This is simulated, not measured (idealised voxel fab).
The following is a process module called voxel air gaps.
210 nm wide, 5 nm square cells: that's cross-section cut.
Throughout this document, each cross-section is represented as a grid of square cells and is presented as a sequence of bands enumerated from the top downward, where a band comprises one or more rows of cells. Band: top height; bottom height; in nm. Then, left to right: material with width in nm, for each material. "edge to edge": a single material spanning edge to edge. "empty": empty space. Basically, 0 is our baseline, since under it the wafer straight out of the box is all one material. The bottom band has no lower end and keeps on going down, so it looks like "z 0 and below". Width spec "30..40" -> top row of cells at first value, bottom row at second value, equal per-row change in between. "no modifications" (step): cross-section cells unchanged, all of them. "Sealed void listing" - sealed voids, min. 8 cells, no opening to top; format: width x height at distance (distance from left edge; nm throughout). after a step's settings: what the simulator itself notes on the step. For masked steps, "overlay nm" on the step line gives how far right of plan the mask actually lay; a minus sign means it lay to the left.

### Process steps (planned)
1. RECEIVE,material Si
2. CONFORMAL_DEP,material SiO2,thk nm 15
3. CONFORMAL_DEP,material SiCN,thk nm 5
4. DIRECTIONAL_DEP,material SiO2,thk nm 30
5. DIRECTIONAL_DEP,material aC,thk nm 10
6. PATTERN,tone open,mask id LINES,material resist,width nm 20,pitch nm 50,thk nm 30,overlay nm 0
7. DIRECTIONAL_ETCH,etch materials aC,depth nm 10
8. STRIP,etch materials resist
9. DIRECTIONAL_ETCH,etch materials SiO2,depth nm 30
10. STRIP,etch materials aC
11. CONFORMAL_DEP,material TiN,thk nm 5
12. FILL_DEP,material W,thk nm 5
13. CMP,height nm 50
14. EPI,material Ru,thk nm 10
15. SELECTIVE_ETCH,etch materials SiO2,depth nm 40
16. CONFORMAL_DEP,material SiCN,thk nm 5

### This is the cross-section of the wafer as we received it, i.e. after step 1
* z 0 and below | Si edge to edge
* Sealed void listing: none

### Cross-sectional view of the first of the two wafers upon completion of the module, processed in accordance with the plan
* z 65 to 60 | empty=5, SiCN=200, empty=5
* z 60 to 50 | empty=5, SiCN=5, Ru=40, SiCN=10, Ru=40, SiCN=10, Ru=40, SiCN=10, Ru=40, SiCN=5, empty=5
* z 50 to 45 | empty=5, SiCN=15, TiN=5, W=10, TiN=5, SiCN=30, TiN=5, W=10, TiN=5, SiCN=30, TiN=5, W=10, TiN=5, SiCN=30, TiN=5, W=10, TiN=5, SiCN=15, empty=5
* z 45 to 25 | empty=15, SiCN=5, TiN=5, W=10, TiN=5, SiCN=5, empty=20, SiCN=5, TiN=5, W=10, TiN=5, SiCN=5, empty=20, SiCN=5, TiN=5, W=10, TiN=5, SiCN=5, empty=20, SiCN=5, TiN=5, W=10, TiN=5, SiCN=5, empty=15
* z 25 to 20 | SiCN=20, TiN=20, SiCN=30, TiN=20, SiCN=30, TiN=20, SiCN=30, TiN=20, SiCN=20
* z 20 to 15 | SiCN edge to edge
* z 15 to 0 | SiO2 edge to edge
* z 0 and below | Si edge to edge
* Sealed void listing: 20 x 20 at 45; 20 x 20 at 95; 20 x 20 at 145

### Cross-section, wafer two of two, end of module: same start and plan as wafer one, one error in execution
* z 65 to 60 | SiCN edge to edge
* z 60 to 50 | Ru edge to edge
* z 50 to 25 | W=15, TiN=5, SiO2=20, TiN=5, W=20, TiN=5, SiO2=20, TiN=5, W=20, TiN=5, SiO2=20, TiN=5, W=20, TiN=5, SiO2=20, TiN=5, W=15
* z 25 to 20 | TiN=20, SiO2=20, TiN=30, SiO2=20, TiN=30, SiO2=20, TiN=30, SiO2=20, TiN=20
* z 20 to 15 | SiCN edge to edge
* z 15 to 0 | SiO2 edge to edge
* z 0 and below | Si edge to edge
* Sealed void listing: none
Heads up, the wafer didn't run the way we planned it: step 6 did not use the planned setting and instead ran as PATTERN,tone cover,mask id LINES,material resist,width nm 20,pitch nm 50,thk nm 30,overlay nm 0
Final difference in cells, second wafer against first, listed per material as more or fewer: Ru: 20 more | SiCN: 96 fewer | SiO2: 96 more | TiN: 10 more | W: 50 more
First wafer closed voids (final) = 3; second wafer closed voids (final) = 0.
